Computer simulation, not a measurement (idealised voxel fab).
voxel ribs on slabs: a process module
For reference, the cross-section in this document is cut, with width 235 nm and square cells of 5 nm.
Format of a cross-section: grid, square cells. Given as bands. Order: top down. Band: one or more rows of cells.
Within each band entry, the heights of the top and of the bottom of the band appear first, in that order and in nm; the materials of the band then follow from left to right, each with its corresponding width in nm. The designation "throughout" on a single material indicates that it fills the band from edge to edge; the designation "air" indicates empty space.
Heights from 0 (as-received wafer is one material below). Bottom band endless downward, as "0 down".
Width: "30..40" (first number = top row, second number = bottom row, same change from row to row of cells).
"everything unchanged", as given for a step, is the statement that not any cell of the cross-section underwent a change during that step.
Any empty space of 8 cells or more lacking an open way to the top shows up in "Unvented voids" as width x height at distance, distance from the left edge, in nm.
That trailing text on a step's line, after the settings, is the simulator's own remark on the step.
A step line may carry the setting "overlay nm", which, for steps involving a mask, states the distance by which the mask lay to the right of its intended position; negative values denote displacement to the left.

-- Planned process steps
1) RECEIVE [material Si]
2) DIRECTIONAL_DEP [material SiO2] [thk nm 25]
3) DIRECTIONAL_DEP [material polySi] [thk nm 25]
4) DIRECTIONAL_DEP [material aC] [thk nm 15]
5) PATTERN [tone cover] [mask id RIB] [material resist] [width nm 30] [thk nm 35] [overlay nm 0]
6) DIRECTIONAL_ETCH [etch materials aC] [depth nm 15]
7) STRIP [etch materials resist]
8) DIRECTIONAL_ETCH [etch materials polySi] [depth nm 5]
9) STRIP [etch materials aC]
10) PATTERN [tone cover] [mask id SLAB] [material resist] [width nm 90] [thk nm 20] [overlay nm 0]
11) DIRECTIONAL_ETCH [etch materials polySi] [depth nm 20]
12) STRIP [etch materials resist]
13) FILL_DEP [material SiO2] [thk nm 30]
14) CMP [height nm 70]
15) DIRECTIONAL_DEP [material W] [thk nm 10]
16) DIRECTIONAL_DEP [material aC] [thk nm 10]
17) PATTERN [tone cover] [mask id HEATER] [material resist] [width nm 40] [thk nm 25] [overlay nm 0]
18) DIRECTIONAL_ETCH [etch materials aC] [depth nm 10]
19) STRIP [etch materials resist]
20) DIRECTIONAL_ETCH [etch materials W] [depth nm 10]
21) STRIP [etch materials aC]
22) CONFORMAL_DEP [material SiO2] [thk nm 5]

-- first wafer, as planned

-- Cross-section, incoming material, after step 1
- 0 down | Si throughout
- Unvented voids: none

-- The following cross-section depicts the wafer upon completion of step 2
- 25 to 0 | SiO2 throughout
- Everything under 0 stays put, no change at all.

-- The following cross-section depicts the wafer upon completion of step 3
- 50 to 25 | polySi throughout
- Everything under 25 stays put, no change at all.

-- The following cross-section depicts the wafer upon completion of step 4
- 65 to 50 | aC throughout
- Everything under 50 stays put, no change at all.

-- The following cross-section depicts the wafer upon completion of step 5
- 100 to 65 | air (100), then resist (30), then air (105)
- Everything under 65 stays put, no change at all.

-- The following cross-section depicts the wafer upon completion of step 6
- 85 to 65 | air (100), then resist (30), then air (105)
- 65 to 50 | air (100), then aC (30), then air (105)
- Everything under 50 stays put, no change at all.

-- The following cross-section depicts the wafer upon completion of step 7
- 65 to 50 | air (100), then aC (30), then air (105)
- Everything under 50 stays put, no change at all.

-- The following cross-section depicts the wafer upon completion of step 8
- 65 to 50 | air (100), then aC (30), then air (105)
- 50 to 45 | air (100), then polySi (30), then air (105)
- Everything under 45 stays put, no change at all.

-- The following cross-section depicts the wafer upon completion of step 9
- 50 to 45 | air (100), then polySi (30), then air (105)
- Everything under 45 stays put, no change at all.

-- The following cross-section depicts the wafer upon completion of step 10
- 70 to 50 | air (70), then resist (90), then air (75)
- 50 to 45 | air (70), then resist (30), then polySi (30), then resist (30), then air (75)
- Everything under 45 stays put, no change at all.

-- The following cross-section depicts the wafer upon completion of step 11
- 70 to 50 | air (70), then resist (90), then air (75)
- 50 to 45 | air (70), then resist (30), then polySi (30), then resist (30), then air (75)
- 45 to 25 | air (70), then polySi (90), then air (75)
- Everything under 25 stays put, no change at all.

-- The following cross-section depicts the wafer upon completion of step 12
- 50 to 45 | air (100), then polySi (30), then air (105)
- Everything under 45 stays put, no change at all.

-- The following cross-section depicts the wafer upon completion of step 13
- 80 to 50 | SiO2 throughout
- 50 to 45 | SiO2 (100), then polySi (30), then SiO2 (105)
- 45 to 25 | SiO2 (70), then polySi (90), then SiO2 (75)
- Everything under 25 stays put, no change at all.

-- The following cross-section depicts the wafer upon completion of step 14
- 70 to 50 | SiO2 throughout
- Everything under 50 stays put, no change at all.

-- The following cross-section depicts the wafer upon completion of step 15
- 80 to 70 | W throughout
- Everything under 70 stays put, no change at all.

-- The following cross-section depicts the wafer upon completion of step 16
- 90 to 80 | aC throughout
- Everything under 80 stays put, no change at all.

-- The following cross-section depicts the wafer upon completion of step 17
- 115 to 90 | air (95), then resist (40), then air (100)
- Everything under 90 stays put, no change at all.

-- The following cross-section depicts the wafer upon completion of step 18
- 105 to 90 | air (95), then resist (40), then air (100)
- 90 to 80 | air (95), then aC (40), then air (100)
- Everything under 80 stays put, no change at all.

-- The following cross-section depicts the wafer upon completion of step 19
- 90 to 80 | air (95), then aC (40), then air (100)
- Everything under 80 stays put, no change at all.

-- The following cross-section depicts the wafer upon completion of step 20
- 90 to 80 | air (95), then aC (40), then air (100)
- 80 to 70 | air (95), then W (40), then air (100)
- Everything under 70 stays put, no change at all.

-- The following cross-section depicts the wafer upon completion of step 21
- 80 to 70 | air (95), then W (40), then air (100)
- Everything under 70 stays put, no change at all.

-- The following cross-section depicts the wafer upon completion of step 22
- 85 to 80 | air (90), then SiO2 (50), then air (95)
- 80 to 75 | air (90), then SiO2 (5), then W (40), then SiO2 (5), then air (95)
- 75 to 70 | SiO2 (95), then W (40), then SiO2 (100)
- Everything under 70 stays put, no change at all.

-- Now the other wafer: same start, same recipe, but we messed up one thing when running it. Up to and including step 9 it's the same as the first one

-- At the planned end of step 10, the second wafer in cross-section
- 70 to 50 | resist (70), then air (90), then resist (75)
- 50 to 45 | resist (70), then air (30), then polySi (30), then air (30), then resist (75)
- Everything under 45 stays put, no change at all.

-- At the planned end of step 11, the second wafer in cross-section
- 70 to 45 | resist (70), then air (90), then resist (75)
- 45 to 30 | polySi (70), then air (90), then polySi (75)
- 30 to 25 | polySi (70), then air (30), then polySi (30), then air (30), then polySi (75)
- Everything under 25 stays put, no change at all.

-- At the planned end of step 12, the second wafer in cross-section
- 45 to 30 | polySi (70), then air (90), then polySi (75)
- Everything under 30 stays put, no change at all.

-- At the planned end of step 13, the second wafer in cross-section
- 75 to 45 | SiO2 throughout
- 45 to 30 | polySi (70), then SiO2 (90), then polySi (75)
- 30 to 25 | polySi (70), then SiO2 (30), then polySi (30), then SiO2 (30), then polySi (75)
- Everything under 25 stays put, no change at all.

-- At the planned end of step 14, the second wafer in cross-section
- 70 to 45 | SiO2 throughout
- Everything under 45 stays put, no change at all.

-- At the planned end of step 15, the second wafer in cross-section
- 80 to 70 | W throughout
- Everything under 70 stays put, no change at all.

-- At the planned end of step 16, the second wafer in cross-section
- 90 to 80 | aC throughout
- Everything under 80 stays put, no change at all.

-- At the planned end of step 17, the second wafer in cross-section
- 115 to 90 | air (95), then resist (40), then air (100)
- Everything under 90 stays put, no change at all.

-- At the planned end of step 18, the second wafer in cross-section
- 105 to 90 | air (95), then resist (40), then air (100)
- 90 to 80 | air (95), then aC (40), then air (100)
- Everything under 80 stays put, no change at all.

-- At the planned end of step 19, the second wafer in cross-section
- 90 to 80 | air (95), then aC (40), then air (100)
- Everything under 80 stays put, no change at all.

-- At the planned end of step 20, the second wafer in cross-section
- 90 to 80 | air (95), then aC (40), then air (100)
- 80 to 70 | air (95), then W (40), then air (100)
- Everything under 70 stays put, no change at all.

-- At the planned end of step 21, the second wafer in cross-section
- 80 to 70 | air (95), then W (40), then air (100)
- Everything under 70 stays put, no change at all.

-- At the planned end of step 22, the second wafer in cross-section
- 85 to 80 | air (90), then SiO2 (50), then air (95)
- 80 to 75 | air (90), then SiO2 (5), then W (40), then SiO2 (5), then air (95)
- 75 to 70 | SiO2 (95), then W (40), then SiO2 (100)
- Everything under 70 stays put, no change at all.
what went wrong: step 10 changed vs plan, executed as PATTERN [tone open] [mask id SLAB] [material resist] [width nm 90] [thk nm 20] [overlay nm 0]
Cell-count delta at end, second wafer over first, by material: SiO2: 44 fewer; polySi: 44 more
